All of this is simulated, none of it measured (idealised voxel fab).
process module | voxel quadruple lines
cross-section cut | 185 nm wide | cells 5 nm
A cross-section is a grid of square cells, given in bands from the top down. A band is one or more rows of cells.
Each band's line starts with the height of the band's top and of its bottom, in nm. Then come its materials from left to right, each with its width in nm. One material with "throughout" fills the band from edge to edge. "air" is empty space.
Height 0 is the level under which the wafer as received is all one material. The lowest band goes on downwards, as in "0 down".
A width such as "30 to 40" changes by the same amount from each row of cells to the next, from the band's top row to its bottom row.
"no change" after a step means that no cell of the cross-section changed.
closed voids: empty space of 8 cells or more with no open way to the top, each as width x height at its distance from the left edge, in nm
after a step's settings: what the simulator itself notes on the step
overlay nm, on a step with a mask: how far to the right of its planned place the mask lay; to the left if negative
plan
1 op RECEIVE | material Si
2 op CONFORMAL_DEP | material SiO2 | thk nm 10
3 op DIRECTIONAL_DEP | material W | thk nm 10
4 op DIRECTIONAL_DEP | material polySi | thk nm 20
5 op DIRECTIONAL_DEP | material aC | thk nm 20
6 op PATTERN | tone cover | mask id MANDREL | material resist | width nm 35 | thk nm 30 | overlay nm 0
7 op DIRECTIONAL_ETCH | etch materials aC | depth nm 20
8 op STRIP | etch materials resist
9 op CONFORMAL_DEP | material SiO2 | thk nm 15
10 op DIRECTIONAL_ETCH | etch materials SiO2 | depth nm 15
11 op STRIP | etch materials aC
12 op DIRECTIONAL_ETCH | etch materials polySi | depth nm 20
13 op STRIP | etch materials SiO2
14 op CONFORMAL_DEP | material SiCN | thk nm 10
15 op DIRECTIONAL_ETCH | etch materials SiCN | depth nm 10
16 op STRIP | etch materials polySi
17 op DIRECTIONAL_ETCH | etch materials W | depth nm 10
18 op STRIP | etch materials SiCN
19 op FILL_DEP | material SiO2 | thk nm 10
20 op CMP | height nm 20
as received, after step 1
  0 down: Si throughout
  closed voids: none
first wafer at the end, as planned
  20 to 10: SiO2 50 | W 10 | SiO2 15 | W 10 | SiO2 15 | W 10 | SiO2 15 | W 10 | SiO2 50
  10 to 0: SiO2 throughout
  0 down: Si throughout
  closed voids: none
second wafer at the end: like start, like plan, one mistake
  20 to 10: SiO2 65 | W 55 | SiO2 65
  10 to 0: SiO2 throughout
  0 down: Si throughout
  closed voids: none
what went wrong: step 11 ran as: op STRIP | etch materials SiO2
at the end the second wafer has, in cells: 6 fewer of SiO2 | 6 more of W
